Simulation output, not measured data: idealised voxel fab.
process module | voxel local oxidation
cross-section cut | 145 nm wide | cells 5 nm
A cross-section is a grid of square cells, given in bands from the top down. A band is one or more rows of cells.
Each band's line starts with the height of the band's top and of its bottom, in nm. Then come its materials from left to right, each with its width in nm. One material with "throughout" fills the band from edge to edge. "air" is empty space.
Height 0 is the level under which the wafer as received is all one material. The lowest band goes on downwards, as in "0 down".
A width such as "30 to 40" changes by the same amount from each row of cells to the next, from the band's top row to its bottom row.
"no change" after a step means that no cell of the cross-section changed.
closed voids: empty space of 8 cells or more with no open way to the top, each as width x height at its distance from the left edge, in nm
after a step's settings: what the simulator itself notes on the step
overlay nm, on a step with a mask: how far to the right of its planned place the mask lay; to the left if negative
plan
1 op RECEIVE | material Si
2 op OXIDIZE | depth nm 5
3 op CONFORMAL_DEP | material SiN | thk nm 10
4 op MASKED_ETCH | tone cover | mask id ACTIVE | width nm 110 | etch materials SiN | depth nm 10 | overlay nm 0
5 op SELECTIVE_ETCH | etch materials SiO2 | depth nm 5
6 op OXIDIZE | depth nm 15
7 op STRIP | etch materials SiN
varied across the wafers: depth nm of step 2. The plan shows the first wafer's value. All wafers start alike
first wafer as received, after step 1
  0 down: Si throughout
  closed voids: none
first wafer at the end, after step 7
  0 to -5: air 20 | SiO2 100 | air 25
  -5 to -20: SiO2 35 | Si 70 | SiO2 40
  -20 down: Si throughout
  closed voids: none
last wafer at the end
  0 to -5: air 20 | SiO2 100 | air 25
  -5 to -20: SiO2 throughout
  -20 down: Si throughout
  closed voids: none
each wafer at the end: cells of each material gained (+) or lost (-) since it was received, then its closed voids
depth nm 5 | -74 Si | +65 SiO2 | closed voids: none
depth nm 10 | -58 Si | +49 SiO2 | closed voids: none
depth nm 15 | -87 Si | +78 SiO2 | closed voids: none
depth nm 20 | -116 Si | +107 SiO2 | closed voids: none
